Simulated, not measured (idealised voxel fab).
You're looking at the process module voxel transistor to metal.
Section cut is 265 nm wide and gridded with 5 nm square cells.
Notation: cross-section as square-cell grid; stated in bands, top first, going down; one or more cell rows per band.
Band: top and bottom heights (nm) first, top before bottom; then materials from left to right, widths in nm. "edge to edge" marks a sole material filling the band edge to edge. "air" denotes empty space.
Measure heights from 0. That's the level where, below it, the as-received wafer is all one material. The lowest band is bottomless and extends downward; write it as in "0 -> down".
Width "30..40": first value at the band's top row of cells, second value at its bottom row, equal change from row to row.
Key: "no modification" - step with no changed cell in the cross-section.
The list in "Sealed internal voids" covers empty spaces of 8 cells or more that cannot reach the top through any open way, and it gives each as width x height at distance; the distance is from the left edge, and width, height and distance are in nm.
Formally, on a step line, whatever follows the settings is a remark that the simulator itself makes on the step.
overlay nm: step with mask; distance mask lay right of planned place; negative value = left of planned place.
The steps planned for the process are as follows:
1) op RECEIVE | material Si
2) op OXIDIZE | depth nm 5
3) op CONFORMAL_DEP | material SiN | thk nm 10
4) op DIRECTIONAL_DEP | material aC | thk nm 15
5) op PATTERN | tone cover | mask id ACTIVE | material resist | width nm 95 | pitch nm 120 | thk nm 30 | overlay nm 0
6) op DIRECTIONAL_ETCH | etch materials aC | depth nm 15
7) op STRIP | etch materials resist
8) op DIRECTIONAL_ETCH | etch materials SiN | depth nm 10
9) op DIRECTIONAL_ETCH | etch materials SiO2 | depth nm 5
10) op DIRECTIONAL_ETCH | etch materials Si | depth nm 25
11) op STRIP | etch materials aC
12) op FILL_DEP | material SiO2 | thk nm 10
13) op CMP | height nm 10
14) op SELECTIVE_ETCH | etch materials SiO2 | depth nm 10
15) op STRIP | etch materials SiN
16) op SELECTIVE_ETCH | etch materials SiO2 | depth nm 5
17) op OXIDIZE | depth nm 5
18) op DIRECTIONAL_DEP | material polySi | thk nm 30
19) op DIRECTIONAL_DEP | material SiCN | thk nm 15
20) op PATTERN | tone cover | mask id GATE | material resist | width nm 25 | pitch nm 120 | thk nm 20 | overlay nm 0
21) op DIRECTIONAL_ETCH | etch materials SiCN | depth nm 25
22) op DIRECTIONAL_ETCH | etch materials polySi | depth nm 40
23) op STRIP | etch materials resist
24) op CONFORMAL_DEP | material SiN | thk nm 10
25) op DIRECTIONAL_ETCH | etch materials SiN | depth nm 10
26) op DIRECTIONAL_ETCH | etch materials SiO2 | depth nm 5
27) op DIRECTIONAL_ETCH | etch materials Si | depth nm 10
28) op EPI | material pSi | thk nm 15
29) op FILL_DEP | material SiO2 | thk nm 10
30) op CMP | height nm 40
31) op DIRECTIONAL_DEP | material SiO2 | thk nm 15
32) op PATTERN | tone open | mask id CONTACT | material resist | width nm 25 | pitch nm 60 | thk nm 15 | overlay nm 0
33) op DIRECTIONAL_ETCH | etch materials SiO2 | depth nm 60
34) op STRIP | etch materials resist
35) op CONFORMAL_DEP | material TiN | thk nm 5
36) op FILL_DEP | material W | thk nm 5
37) op CMP | height nm 55
38) op CONFORMAL_DEP | material SiN | thk nm 5
39) op DIRECTIONAL_DEP | material lowk | thk nm 20
40) op PATTERN | tone open | mask id METAL_1 | material resist | width nm 15 | thk nm 20 | overlay nm 0
41) op DIRECTIONAL_ETCH | etch materials lowk | depth nm 20
42) op DIRECTIONAL_ETCH | etch materials SiN | depth nm 5
43) op STRIP | etch materials resist
44) op CONFORMAL_DEP | material TiN | thk nm 5
45) op FILL_DEP | material W | thk nm 10
46) op CMP | height nm 80
47) op CONFORMAL_DEP | material SiCN | thk nm 5
48) op DIRECTIONAL_DEP | material SiO2 | thk nm 30
49) op MASKED_ETCH | tone open | mask id METAL_2 | width nm 15 | pitch nm 120 | etch materials SiO2 | depth nm 20 | overlay nm 0
50) op DIRECTIONAL_DEP | material aC | thk nm 10
51) op PATTERN | tone open | mask id METAL_2_HOLES | material resist | width nm 15 | pitch nm 120 | thk nm 30 | overlay nm 0
52) op DIRECTIONAL_ETCH | etch materials aC | depth nm 10
53) op STRIP | etch materials resist
54) op DIRECTIONAL_ETCH | etch materials SiO2 | depth nm 10
55) op DIRECTIONAL_ETCH | etch materials SiCN | depth nm 5
56) op STRIP | etch materials aC
57) op CONFORMAL_DEP | material TiN | thk nm 5
58) op FILL_DEP | material Cu | thk nm 10
59) op CMP | height nm 115
60) op CONFORMAL_DEP | material SiN | thk nm 5
Concerning the first of two wafers, which was run in accordance with the plan:
Cross-section of the wafer as it came to us, i.e., already through step 1:
    0 -> down: Si edge to edge
    Sealed internal voids: none
Once step 2 is through, the wafer looks like this in cross-section:
    0 -> -5: SiO2 edge to edge
    Below -5, no change.
Once step 3 is through, the wafer looks like this in cross-section:
    10 -> 0: SiN edge to edge
    Below 0, no change.
Once step 4 is through, the wafer looks like this in cross-section:
    25 -> 10: aC edge to edge
    Below 10, no change.
Once step 5 is through, the wafer looks like this in cross-section:
    55 -> 25: air 25 nm; resist 95 nm; air 25 nm; resist 95 nm; air 25 nm
    Below 25, no change.
Once step 6 is through, the wafer looks like this in cross-section:
    40 -> 25: air 25 nm; resist 95 nm; air 25 nm; resist 95 nm; air 25 nm
    25 -> 10: air 25 nm; aC 95 nm; air 25 nm; aC 95 nm; air 25 nm
    Below 10, no change.
Once step 7 is through, the wafer looks like this in cross-section:
    25 -> 10: air 25 nm; aC 95 nm; air 25 nm; aC 95 nm; air 25 nm
    Below 10, no change.
Once step 8 is through, the wafer looks like this in cross-section:
    25 -> 10: air 25 nm; aC 95 nm; air 25 nm; aC 95 nm; air 25 nm
    10 -> 0: air 25 nm; SiN 95 nm; air 25 nm; SiN 95 nm; air 25 nm
    Below 0, no change.
Once step 9 is through, the wafer looks like this in cross-section:
    25 -> 10: air 25 nm; aC 95 nm; air 25 nm; aC 95 nm; air 25 nm
    10 -> 0: air 25 nm; SiN 95 nm; air 25 nm; SiN 95 nm; air 25 nm
    0 -> -5: air 25 nm; SiO2 95 nm; air 25 nm; SiO2 95 nm; air 25 nm
    Below -5, no change.
Once step 10 is through, the wafer looks like this in cross-section:
    25 -> 10: air 25 nm; aC 95 nm; air 25 nm; aC 95 nm; air 25 nm
    10 -> 0: air 25 nm; SiN 95 nm; air 25 nm; SiN 95 nm; air 25 nm
    0 -> -5: air 25 nm; SiO2 95 nm; air 25 nm; SiO2 95 nm; air 25 nm
    -5 -> -30: air 25 nm; Si 95 nm; air 25 nm; Si 95 nm; air 25 nm
    Below -30, no change.
Once step 11 is through, the wafer looks like this in cross-section:
    10 -> 0: air 25 nm; SiN 95 nm; air 25 nm; SiN 95 nm; air 25 nm
    Below 0, no change.
Once step 12 is through, the wafer looks like this in cross-section:
    20 -> 10: SiO2 edge to edge
    10 -> 0: SiO2 25 nm; SiN 95 nm; SiO2 25 nm; SiN 95 nm; SiO2 25 nm
    0 -> -5: SiO2 edge to edge
    -5 -> -30: SiO2 25 nm; Si 95 nm; SiO2 25 nm; Si 95 nm; SiO2 25 nm
    Below -30, no change.
Once step 13 is through, the wafer looks like this in cross-section:
    10 -> 0: SiO2 25 nm; SiN 95 nm; SiO2 25 nm; SiN 95 nm; SiO2 25 nm
    Below 0, no change.
Once step 14 is through, the wafer looks like this in cross-section:
    10 -> 0: air 25 nm; SiN 95 nm; air 25 nm; SiN 95 nm; air 25 nm
    Below 0, no change.
Once step 15 is through, the wafer looks like this in cross-section:
    0 -> -5: SiO2 edge to edge
    Below -5, no change.
Once step 16 is through, the wafer looks like this in cross-section:
    -5 -> -30: SiO2 25 nm; Si 95 nm; SiO2 25 nm; Si 95 nm; SiO2 25 nm
    Below -30, no change.
Once step 17 is through, the wafer looks like this in cross-section:
    -5 -> -10: SiO2 edge to edge
    Below -10, no change.
Once step 18 is through, the wafer looks like this in cross-section:
    25 -> -5: polySi edge to edge
    Below -5, no change.
Once step 19 is through, the wafer looks like this in cross-section:
    40 -> 25: SiCN edge to edge
    Below 25, no change.
Once step 20 is through, the wafer looks like this in cross-section:
    60 -> 40: air 60 nm; resist 25 nm; air 95 nm; resist 25 nm; air 60 nm
    Below 40, no change.
Once step 21 is through, the wafer looks like this in cross-section:
    60 -> 40: air 60 nm; resist 25 nm; air 95 nm; resist 25 nm; air 60 nm
    40 -> 25: air 60 nm; SiCN 25 nm; air 95 nm; SiCN 25 nm; air 60 nm
    Below 25, no change.
Once step 22 is through, the wafer looks like this in cross-section:
    60 -> 40: air 60 nm; resist 25 nm; air 95 nm; resist 25 nm; air 60 nm
    40 -> 25: air 60 nm; SiCN 25 nm; air 95 nm; SiCN 25 nm; air 60 nm
    25 -> -5: air 60 nm; polySi 25 nm; air 95 nm; polySi 25 nm; air 60 nm
    Below -5, no change.
Once step 23 is through, the wafer looks like this in cross-section:
    40 -> 25: air 60 nm; SiCN 25 nm; air 95 nm; SiCN 25 nm; air 60 nm
    Below 25, no change.
Once step 24 is through, the wafer looks like this in cross-section:
    50 -> 40: air 50 nm; SiN 45 nm; air 75 nm; SiN 45 nm; air 50 nm
    40 -> 25: air 50 nm; SiN 10 nm; SiCN 25 nm; SiN 10 nm; air 75 nm; SiN 10 nm; SiCN 25 nm; SiN 10 nm; air 50 nm
    25 -> 5: air 50 nm; SiN 10 nm; polySi 25 nm; SiN 10 nm; air 75 nm; SiN 10 nm; polySi 25 nm; SiN 10 nm; air 50 nm
    5 -> -5: SiN 60 nm; polySi 25 nm; SiN 95 nm; polySi 25 nm; SiN 60 nm
    Below -5, no change.
Once step 25 is through, the wafer looks like this in cross-section:
    40 -> 25: air 50 nm; SiN 10 nm; SiCN 25 nm; SiN 10 nm; air 75 nm; SiN 10 nm; SiCN 25 nm; SiN 10 nm; air 50 nm
    25 -> -5: air 50 nm; SiN 10 nm; polySi 25 nm; SiN 10 nm; air 75 nm; SiN 10 nm; polySi 25 nm; SiN 10 nm; air 50 nm
    Below -5, no change.
Once step 26 is through, the wafer looks like this in cross-section:
    40 -> 25: air 50 nm; SiN 10 nm; SiCN 25 nm; SiN 10 nm; air 75 nm; SiN 10 nm; SiCN 25 nm; SiN 10 nm; air 50 nm
    25 -> -5: air 50 nm; SiN 10 nm; polySi 25 nm; SiN 10 nm; air 75 nm; SiN 10 nm; polySi 25 nm; SiN 10 nm; air 50 nm
    -5 -> -10: air 50 nm; SiO2 45 nm; air 75 nm; SiO2 45 nm; air 50 nm
    Below -10, no change.
Once step 27 is through, the wafer looks like this in cross-section:
    40 -> 25: air 50 nm; SiN 10 nm; SiCN 25 nm; SiN 10 nm; air 75 nm; SiN 10 nm; SiCN 25 nm; SiN 10 nm; air 50 nm
    25 -> -5: air 50 nm; SiN 10 nm; polySi 25 nm; SiN 10 nm; air 75 nm; SiN 10 nm; polySi 25 nm; SiN 10 nm; air 50 nm
    -5 -> -10: air 50 nm; SiO2 45 nm; air 75 nm; SiO2 45 nm; air 50 nm
    -10 -> -20: SiO2 25 nm; air 25 nm; Si 45 nm; air 25 nm; SiO2 25 nm; air 25 nm; Si 45 nm; air 25 nm; SiO2 25 nm
    Below -20, no change.
Once step 28 is through, the wafer looks like this in cross-section:
    40 -> 25: air 50 nm; SiN 10 nm; SiCN 25 nm; SiN 10 nm; air 75 nm; SiN 10 nm; SiCN 25 nm; SiN 10 nm; air 50 nm
    25 -> 5: air 50 nm; SiN 10 nm; polySi 25 nm; SiN 10 nm; air 75 nm; SiN 10 nm; polySi 25 nm; SiN 10 nm; air 50 nm
    5 -> -5: air 35 nm; pSi 15 nm; SiN 10 nm; polySi 25 nm; SiN 10 nm; pSi 15 nm; air 45 nm; pSi 15 nm; SiN 10 nm; polySi 25 nm; SiN 10 nm; pSi 15 nm; air 35 nm
    -5 -> -10: air 20 nm; pSi 30 nm; SiO2 45 nm; pSi 30 nm; air 15 nm; pSi 30 nm; SiO2 45 nm; pSi 30 nm; air 20 nm
    -10 -> -20: SiO2 25 nm; pSi 25 nm; Si 45 nm; pSi 25 nm; SiO2 25 nm; pSi 25 nm; Si 45 nm; pSi 25 nm; SiO2 25 nm
    Below -20, no change.
Once step 29 is through, the wafer looks like this in cross-section:
    50 -> 40: SiO2 edge to edge
    40 -> 25: SiO2 50 nm; SiN 10 nm; SiCN 25 nm; SiN 10 nm; SiO2 75 nm; SiN 10 nm; SiCN 25 nm; SiN 10 nm; SiO2 50 nm
    25 -> 5: SiO2 50 nm; SiN 10 nm; polySi 25 nm; SiN 10 nm; SiO2 75 nm; SiN 10 nm; polySi 25 nm; SiN 10 nm; SiO2 50 nm
    5 -> -5: SiO2 35 nm; pSi 15 nm; SiN 10 nm; polySi 25 nm; SiN 10 nm; pSi 15 nm; SiO2 45 nm; pSi 15 nm; SiN 10 nm; polySi 25 nm; SiN 10 nm; pSi 15 nm; SiO2 35 nm
    -5 -> -10: SiO2 20 nm; pSi 30 nm; SiO2 45 nm; pSi 30 nm; SiO2 15 nm; pSi 30 nm; SiO2 45 nm; pSi 30 nm; SiO2 20 nm
    Below -10, no change.
Once step 30 is through, the wafer looks like this in cross-section:
    40 -> 25: SiO2 50 nm; SiN 10 nm; SiCN 25 nm; SiN 10 nm; SiO2 75 nm; SiN 10 nm; SiCN 25 nm; SiN 10 nm; SiO2 50 nm
    Below 25, no change.
Once step 31 is through, the wafer looks like this in cross-section:
    55 -> 40: SiO2 edge to edge
    Below 40, no change.
Once step 32 is through, the wafer looks like this in cross-section:
    70 -> 55: resist 30 nm; air 25 nm; resist 35 nm; air 25 nm; resist 35 nm; air 25 nm; resist 35 nm; air 25 nm; resist 30 nm
    Below 55, no change.
Once step 33 is through, the wafer looks like this in cross-section:
    70 -> 55: resist 30 nm; air 25 nm; resist 35 nm; air 25 nm; resist 35 nm; air 25 nm; resist 35 nm; air 25 nm; resist 30 nm
    55 -> 40: SiO2 30 nm; air 25 nm; SiO2 35 nm; air 25 nm; SiO2 35 nm; air 25 nm; SiO2 35 nm; air 25 nm; SiO2 30 nm
    40 -> 25: SiO2 30 nm; air 20 nm; SiN 10 nm; SiCN 25 nm; SiN 10 nm; air 20 nm; SiO2 35 nm; air 20 nm; SiN 10 nm; SiCN 25 nm; SiN 10 nm; air 20 nm; SiO2 30 nm
    25 -> 5: SiO2 30 nm; air 20 nm; SiN 10 nm; polySi 25 nm; SiN 10 nm; air 20 nm; SiO2 35 nm; air 20 nm; SiN 10 nm; polySi 25 nm; SiN 10 nm; air 20 nm; SiO2 30 nm
    5 -> -5: SiO2 30 nm; air 5 nm; pSi 15 nm; SiN 10 nm; polySi 25 nm; SiN 10 nm; pSi 15 nm; air 5 nm; SiO2 35 nm; air 5 nm; pSi 15 nm; SiN 10 nm; polySi 25 nm; SiN 10 nm; pSi 15 nm; air 5 nm; SiO2 30 nm
    Below -5, no change.
Once step 34 is through, the wafer looks like this in cross-section:
    55 -> 40: SiO2 30 nm; air 25 nm; SiO2 35 nm; air 25 nm; SiO2 35 nm; air 25 nm; SiO2 35 nm; air 25 nm; SiO2 30 nm
    Below 40, no change.
Once step 35 is through, the wafer looks like this in cross-section:
    60 -> 55: TiN 35 nm; air 15 nm; TiN 45 nm; air 15 nm; TiN 45 nm; air 15 nm; TiN 45 nm; air 15 nm; TiN 35 nm
    55 -> 45: SiO2 30 nm; TiN 5 nm; air 15 nm; TiN 5 nm; SiO2 35 nm; TiN 5 nm; air 15 nm; TiN 5 nm; SiO2 35 nm; TiN 5 nm; air 15 nm; TiN 5 nm; SiO2 35 nm; TiN 5 nm; air 15 nm; TiN 5 nm; SiO2 30 nm
    45 -> 40: SiO2 30 nm; TiN 5 nm; air 10 nm; TiN 10 nm; SiO2 35 nm; TiN 10 nm; air 10 nm; TiN 5 nm; SiO2 35 nm; TiN 5 nm; air 10 nm; TiN 10 nm; SiO2 35 nm; TiN 10 nm; air 10 nm; TiN 5 nm; SiO2 30 nm
    40 -> 25: SiO2 30 nm; TiN 5 nm; air 10 nm; TiN 5 nm; SiN 10 nm; SiCN 25 nm; SiN 10 nm; TiN 5 nm; air 10 nm; TiN 5 nm; SiO2 35 nm; TiN 5 nm; air 10 nm; TiN 5 nm; SiN 10 nm; SiCN 25 nm; SiN 10 nm; TiN 5 nm; air 10 nm; TiN 5 nm; SiO2 30 nm
    25 -> 10: SiO2 30 nm; TiN 5 nm; air 10 nm; TiN 5 nm; SiN 10 nm; polySi 25 nm; SiN 10 nm; TiN 5 nm; air 10 nm; TiN 5 nm; SiO2 35 nm; TiN 5 nm; air 10 nm; TiN 5 nm; SiN 10 nm; polySi 25 nm; SiN 10 nm; TiN 5 nm; air 10 nm; TiN 5 nm; SiO2 30 nm
    10 -> 5: SiO2 30 nm; TiN 20 nm; SiN 10 nm; polySi 25 nm; SiN 10 nm; TiN 20 nm; SiO2 35 nm; TiN 20 nm; SiN 10 nm; polySi 25 nm; SiN 10 nm; TiN 20 nm; SiO2 30 nm
    5 -> -5: SiO2 30 nm; TiN 5 nm; pSi 15 nm; SiN 10 nm; polySi 25 nm; SiN 10 nm; pSi 15 nm; TiN 5 nm; SiO2 35 nm; TiN 5 nm; pSi 15 nm; SiN 10 nm; polySi 25 nm; SiN 10 nm; pSi 15 nm; TiN 5 nm; SiO2 30 nm
    Below -5, no change.
Once step 36 is through, the wafer looks like this in cross-section:
    65 -> 60: W edge to edge
    60 -> 55: TiN 35 nm; W 15 nm; TiN 45 nm; W 15 nm; TiN 45 nm; W 15 nm; TiN 45 nm; W 15 nm; TiN 35 nm
    55 -> 45: SiO2 30 nm; TiN 5 nm; W 15 nm; TiN 5 nm; SiO2 35 nm; TiN 5 nm; W 15 nm; TiN 5 nm; SiO2 35 nm; TiN 5 nm; W 15 nm; TiN 5 nm; SiO2 35 nm; TiN 5 nm; W 15 nm; TiN 5 nm; SiO2 30 nm
    45 -> 40: SiO2 30 nm; TiN 5 nm; W 10 nm; TiN 10 nm; SiO2 35 nm; TiN 10 nm; W 10 nm; TiN 5 nm; SiO2 35 nm; TiN 5 nm; W 10 nm; TiN 10 nm; SiO2 35 nm; TiN 10 nm; W 10 nm; TiN 5 nm; SiO2 30 nm
    40 -> 25: SiO2 30 nm; TiN 5 nm; W 10 nm; TiN 5 nm; SiN 10 nm; SiCN 25 nm; SiN 10 nm; TiN 5 nm; W 10 nm; TiN 5 nm; SiO2 35 nm; TiN 5 nm; W 10 nm; TiN 5 nm; SiN 10 nm; SiCN 25 nm; SiN 10 nm; TiN 5 nm; W 10 nm; TiN 5 nm; SiO2 30 nm
    25 -> 10: SiO2 30 nm; TiN 5 nm; W 10 nm; TiN 5 nm; SiN 10 nm; polySi 25 nm; SiN 10 nm; TiN 5 nm; W 10 nm; TiN 5 nm; SiO2 35 nm; TiN 5 nm; W 10 nm; TiN 5 nm; SiN 10 nm; polySi 25 nm; SiN 10 nm; TiN 5 nm; W 10 nm; TiN 5 nm; SiO2 30 nm
    Below 10, no change.
Once step 37 is through, the wafer looks like this in cross-section:
    55 -> 45: SiO2 30 nm; TiN 5 nm; W 15 nm; TiN 5 nm; SiO2 35 nm; TiN 5 nm; W 15 nm; TiN 5 nm; SiO2 35 nm; TiN 5 nm; W 15 nm; TiN 5 nm; SiO2 35 nm; TiN 5 nm; W 15 nm; TiN 5 nm; SiO2 30 nm
    Below 45, no change.
Once step 38 is through, the wafer looks like this in cross-section:
    60 -> 55: SiN edge to edge
    Below 55, no change.
Once step 39 is through, the wafer looks like this in cross-section:
    80 -> 60: lowk edge to edge
    Below 60, no change.
Once step 40 is through, the wafer looks like this in cross-section:
    100 -> 80: resist 30 nm; air 15 nm; resist 55 nm; air 15 nm; resist 35 nm; air 15 nm; resist 55 nm; air 15 nm; resist 30 nm
    Below 80, no change.
Once step 41 is through, the wafer looks like this in cross-section:
    100 -> 80: resist 30 nm; air 15 nm; resist 55 nm; air 15 nm; resist 35 nm; air 15 nm; resist 55 nm; air 15 nm; resist 30 nm
    80 -> 60: lowk 30 nm; air 15 nm; lowk 55 nm; air 15 nm; lowk 35 nm; air 15 nm; lowk 55 nm; air 15 nm; lowk 30 nm
    Below 60, no change.
Once step 42 is through, the wafer looks like this in cross-section:
    100 -> 80: resist 30 nm; air 15 nm; resist 55 nm; air 15 nm; resist 35 nm; air 15 nm; resist 55 nm; air 15 nm; resist 30 nm
    80 -> 60: lowk 30 nm; air 15 nm; lowk 55 nm; air 15 nm; lowk 35 nm; air 15 nm; lowk 55 nm; air 15 nm; lowk 30 nm
    60 -> 55: SiN 30 nm; air 15 nm; SiN 55 nm; air 15 nm; SiN 35 nm; air 15 nm; SiN 55 nm; air 15 nm; SiN 30 nm
    Below 55, no change.
Once step 43 is through, the wafer looks like this in cross-section:
    80 -> 60: lowk 30 nm; air 15 nm; lowk 55 nm; air 15 nm; lowk 35 nm; air 15 nm; lowk 55 nm; air 15 nm; lowk 30 nm
    Below 60, no change.
Once step 44 is through, the wafer looks like this in cross-section:
    85 -> 80: TiN 35 nm; air 5 nm; TiN 65 nm; air 5 nm; TiN 45 nm; air 5 nm; TiN 65 nm; air 5 nm; TiN 35 nm
    80 -> 60: lowk 30 nm; TiN 5 nm; air 5 nm; TiN 5 nm; lowk 55 nm; TiN 5 nm; air 5 nm; TiN 5 nm; lowk 35 nm; TiN 5 nm; air 5 nm; TiN 5 nm; lowk 55 nm; TiN 5 nm; air 5 nm; TiN 5 nm; lowk 30 nm
    60 -> 55: SiN 30 nm; TiN 15 nm; SiN 55 nm; TiN 15 nm; SiN 35 nm; TiN 15 nm; SiN 55 nm; TiN 15 nm; SiN 30 nm
    Below 55, no change.
Once step 45 is through, the wafer looks like this in cross-section:
    95 -> 85: W edge to edge
    85 -> 80: TiN 35 nm; W 5 nm; TiN 65 nm; W 5 nm; TiN 45 nm; W 5 nm; TiN 65 nm; W 5 nm; TiN 35 nm
    80 -> 60: lowk 30 nm; TiN 5 nm; W 5 nm; TiN 5 nm; lowk 55 nm; TiN 5 nm; W 5 nm; TiN 5 nm; lowk 35 nm; TiN 5 nm; W 5 nm; TiN 5 nm; lowk 55 nm; TiN 5 nm; W 5 nm; TiN 5 nm; lowk 30 nm
    Below 60, no change.
Once step 46 is through, the wafer looks like this in cross-section:
    80 -> 60: lowk 30 nm; TiN 5 nm; W 5 nm; TiN 5 nm; lowk 55 nm; TiN 5 nm; W 5 nm; TiN 5 nm; lowk 35 nm; TiN 5 nm; W 5 nm; TiN 5 nm; lowk 55 nm; TiN 5 nm; W 5 nm; TiN 5 nm; lowk 30 nm
    Below 60, no change.
Once step 47 is through, the wafer looks like this in cross-section:
    85 -> 80: SiCN edge to edge
    Below 80, no change.
Once step 48 is through, the wafer looks like this in cross-section:
    115 -> 85: SiO2 edge to edge
    Below 85, no change.
Once step 49 is through, the wafer looks like this in cross-section:
    115 -> 95: SiO2 30 nm; air 15 nm; SiO2 105 nm; air 15 nm; SiO2 100 nm
    Below 95, no change.
Once step 50 is through, the wafer looks like this in cross-section:
    125 -> 115: aC 30 nm; air 15 nm; aC 105 nm; air 15 nm; aC 100 nm
    115 -> 105: SiO2 30 nm; air 15 nm; SiO2 105 nm; air 15 nm; SiO2 100 nm
    105 -> 95: SiO2 30 nm; aC 15 nm; SiO2 105 nm; aC 15 nm; SiO2 100 nm
    Below 95, no change.
Once step 51 is through, the wafer looks like this in cross-section:
    155 -> 125: resist 30 nm; air 15 nm; resist 105 nm; air 15 nm; resist 100 nm
    Below 125, no change.
Once step 52 is through, the wafer looks like this in cross-section:
    145 -> 125: resist 30 nm; air 15 nm; resist 105 nm; air 15 nm; resist 100 nm
    125 -> 115: aC 30 nm; air 15 nm; aC 105 nm; air 15 nm; aC 100 nm
    115 -> 95: SiO2 30 nm; air 15 nm; SiO2 105 nm; air 15 nm; SiO2 100 nm
    Below 95, no change.
Once step 53 is through, the wafer looks like this in cross-section:
    125 -> 115: aC 30 nm; air 15 nm; aC 105 nm; air 15 nm; aC 100 nm
    Below 115, no change.
Once step 54 is through, the wafer looks like this in cross-section:
    125 -> 115: aC 30 nm; air 15 nm; aC 105 nm; air 15 nm; aC 100 nm
    115 -> 85: SiO2 30 nm; air 15 nm; SiO2 105 nm; air 15 nm; SiO2 100 nm
    Below 85, no change.
Once step 55 is through, the wafer looks like this in cross-section:
    125 -> 115: aC 30 nm; air 15 nm; aC 105 nm; air 15 nm; aC 100 nm
    115 -> 85: SiO2 30 nm; air 15 nm; SiO2 105 nm; air 15 nm; SiO2 100 nm
    85 -> 80: SiCN 30 nm; air 15 nm; SiCN 105 nm; air 15 nm; SiCN 100 nm
    Below 80, no change.
Once step 56 is through, the wafer looks like this in cross-section:
    115 -> 85: SiO2 30 nm; air 15 nm; SiO2 105 nm; air 15 nm; SiO2 100 nm
    Below 85, no change.
Once step 57 is through, the wafer looks like this in cross-section:
    120 -> 115: TiN 35 nm; air 5 nm; TiN 115 nm; air 5 nm; TiN 105 nm
    115 -> 85: SiO2 30 nm; TiN 5 nm; air 5 nm; TiN 5 nm; SiO2 105 nm; TiN 5 nm; air 5 nm; TiN 5 nm; SiO2 100 nm
    85 -> 80: SiCN 30 nm; TiN 15 nm; SiCN 105 nm; TiN 15 nm; SiCN 100 nm
    Below 80, no change.
Once step 58 is through, the wafer looks like this in cross-section:
    130 -> 120: Cu edge to edge
    120 -> 115: TiN 35 nm; Cu 5 nm; TiN 115 nm; Cu 5 nm; TiN 105 nm
    115 -> 85: SiO2 30 nm; TiN 5 nm; Cu 5 nm; TiN 5 nm; SiO2 105 nm; TiN 5 nm; Cu 5 nm; TiN 5 nm; SiO2 100 nm
    Below 85, no change.
Once step 59 is through, the wafer looks like this in cross-section:
    115 -> 85: SiO2 30 nm; TiN 5 nm; Cu 5 nm; TiN 5 nm; SiO2 105 nm; TiN 5 nm; Cu 5 nm; TiN 5 nm; SiO2 100 nm
    Below 85, no change.
Once step 60 is through, the wafer looks like this in cross-section:
    120 -> 115: SiN edge to edge
    Below 115, no change.
It is to be noted that the second wafer proceeded from the same initial state and according to the same plan as the first, although one mistake was committed in its execution; through step 45, inclusive, the two wafers share an identical history:
What the second wafer looks like in cross-section when step 46 should have wrapped up:
    90 -> 85: W edge to edge
    Below 85, no change.
What the second wafer looks like in cross-section when step 47 should have wrapped up:
    95 -> 90: SiCN edge to edge
    Below 90, no change.
What the second wafer looks like in cross-section when step 48 should have wrapped up:
    125 -> 95: SiO2 edge to edge
    Below 95, no change.
What the second wafer looks like in cross-section when step 49 should have wrapped up:
    125 -> 105: SiO2 30 nm; air 15 nm; SiO2 105 nm; air 15 nm; SiO2 100 nm
    Below 105, no change.
What the second wafer looks like in cross-section when step 50 should have wrapped up:
    135 -> 125: aC 30 nm; air 15 nm; aC 105 nm; air 15 nm; aC 100 nm
    125 -> 115: SiO2 30 nm; air 15 nm; SiO2 105 nm; air 15 nm; SiO2 100 nm
    115 -> 105: SiO2 30 nm; aC 15 nm; SiO2 105 nm; aC 15 nm; SiO2 100 nm
    Below 105, no change.
What the second wafer looks like in cross-section when step 51 should have wrapped up:
    165 -> 135: resist 30 nm; air 15 nm; resist 105 nm; air 15 nm; resist 100 nm
    Below 135, no change.
What the second wafer looks like in cross-section when step 52 should have wrapped up:
    155 -> 135: resist 30 nm; air 15 nm; resist 105 nm; air 15 nm; resist 100 nm
    135 -> 125: aC 30 nm; air 15 nm; aC 105 nm; air 15 nm; aC 100 nm
    125 -> 105: SiO2 30 nm; air 15 nm; SiO2 105 nm; air 15 nm; SiO2 100 nm
    Below 105, no change.
What the second wafer looks like in cross-section when step 53 should have wrapped up:
    135 -> 125: aC 30 nm; air 15 nm; aC 105 nm; air 15 nm; aC 100 nm
    Below 125, no change.
What the second wafer looks like in cross-section when step 54 should have wrapped up:
    135 -> 125: aC 30 nm; air 15 nm; aC 105 nm; air 15 nm; aC 100 nm
    125 -> 95: SiO2 30 nm; air 15 nm; SiO2 105 nm; air 15 nm; SiO2 100 nm
    Below 95, no change.
What the second wafer looks like in cross-section when step 55 should have wrapped up:
    135 -> 125: aC 30 nm; air 15 nm; aC 105 nm; air 15 nm; aC 100 nm
    125 -> 95: SiO2 30 nm; air 15 nm; SiO2 105 nm; air 15 nm; SiO2 100 nm
    95 -> 90: SiCN 30 nm; air 15 nm; SiCN 105 nm; air 15 nm; SiCN 100 nm
    Below 90, no change.
What the second wafer looks like in cross-section when step 56 should have wrapped up:
    125 -> 95: SiO2 30 nm; air 15 nm; SiO2 105 nm; air 15 nm; SiO2 100 nm
    Below 95, no change.
What the second wafer looks like in cross-section when step 57 should have wrapped up:
    130 -> 125: TiN 35 nm; air 5 nm; TiN 115 nm; air 5 nm; TiN 105 nm
    125 -> 95: SiO2 30 nm; TiN 5 nm; air 5 nm; TiN 5 nm; SiO2 105 nm; TiN 5 nm; air 5 nm; TiN 5 nm; SiO2 100 nm
    95 -> 90: SiCN 30 nm; TiN 15 nm; SiCN 105 nm; TiN 15 nm; SiCN 100 nm
    Below 90, no change.
What the second wafer looks like in cross-section when step 58 should have wrapped up:
    140 -> 130: Cu edge to edge
    130 -> 125: TiN 35 nm; Cu 5 nm; TiN 115 nm; Cu 5 nm; TiN 105 nm
    125 -> 95: SiO2 30 nm; TiN 5 nm; Cu 5 nm; TiN 5 nm; SiO2 105 nm; TiN 5 nm; Cu 5 nm; TiN 5 nm; SiO2 100 nm
    Below 95, no change.
What the second wafer looks like in cross-section when step 59 should have wrapped up:
    115 -> 95: SiO2 30 nm; TiN 5 nm; Cu 5 nm; TiN 5 nm; SiO2 105 nm; TiN 5 nm; Cu 5 nm; TiN 5 nm; SiO2 100 nm
    Below 95, no change.
What the second wafer looks like in cross-section when step 60 should have wrapped up:
    120 -> 115: SiN edge to edge
    Below 115, no change.
Diagnosis: rather than as planned, step 46 actually ran as op CMP | height nm 90
In the final state, the cell counts of the second wafer exceed or fall short of those of the first for the following materials: 4 fewer of Cu; 94 fewer of SiO2; 41 more of TiN; 57 more of W
